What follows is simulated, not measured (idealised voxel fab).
This is a process module. Its name is voxel trench capacitor.
cross-section cut | 185 nm wide | cells 5 nm
Square cells in a grid make up a cross-section in this document, and the grid is given as bands, listed from the top down, each one or more rows of cells.
Per band: top height and bottom height in nm, followed by the left-to-right materials and their widths in nm; "throughout" marks a single material spanning edge to edge, "air" marks empty space.
Heights are reckoned from 0. Under this level, the received wafer is all of one material. The bottommost band is open-ended downward, for example "0 down".
Think of "30..40" as a width that walks from the first number to the second as you go down the band, top row to bottom row, taking equal-sized steps from row to row.
"no alterations made" (step): cross-section cells unchanged, all of them.
Empty spaces without an open route to the top, at least 8 cells in extent, make up the entry "Sealed internal voids"; each is given as width x height at distance, where the distance is measured from the left edge, and all are in nm.
On a step's line, text after the settings is the simulator commenting on that step.
overlay nm: mask right of planned place by this much (step with mask). Neg. = left.

### Steps in the process plan
step 1: RECEIVE | material Si
step 2: CONFORMAL_DEP | material SiN | thk nm 10
step 3: PATTERN | tone open | mask id TRENCH | material resist | width nm 15 | pitch nm 40 | thk nm 15 | overlay nm 0
step 4: DIRECTIONAL_ETCH | etch materials SiN | depth nm 10
step 5: DIRECTIONAL_ETCH | etch materials Si | depth nm 30
step 6: STRIP | etch materials resist
step 7: CONFORMAL_DEP | material Al2O3 | thk nm 5
step 8: FILL_DEP | material polySi | thk nm 5
step 9: CMP | height nm 10

### Cross-section of the wafer at receipt, which is the condition after step 1
	0 down | Si throughout
	Sealed internal voids: none

### Result of the module, cross-sectioned: start per above, plan per above, one error in how it was run
	10 to 0 | SiN (25) / Al2O3 (5) / polySi (5) / Al2O3 (5) / SiN (25) / Al2O3 (5) / polySi (5) / Al2O3 (5) / SiN (25) / Al2O3 (5) / polySi (5) / Al2O3 (5) / SiN (25) / Al2O3 (5) / polySi (5) / Al2O3 (5) / SiN (25)
	0 to -55 | Si (25) / Al2O3 (5) / polySi (5) / Al2O3 (5) / Si (25) / Al2O3 (5) / polySi (5) / Al2O3 (5) / Si (25) / Al2O3 (5) / polySi (5) / Al2O3 (5) / Si (25) / Al2O3 (5) / polySi (5) / Al2O3 (5) / Si (25)
	-55 to -60 | Si (25) / Al2O3 (15) / Si (25) / Al2O3 (15) / Si (25) / Al2O3 (15) / Si (25) / Al2O3 (15) / Si (25)
	-60 down | Si throughout
	Sealed internal voids: none
So what did we get wrong on this run? it should be noted that step 5 of the plan was executed twice
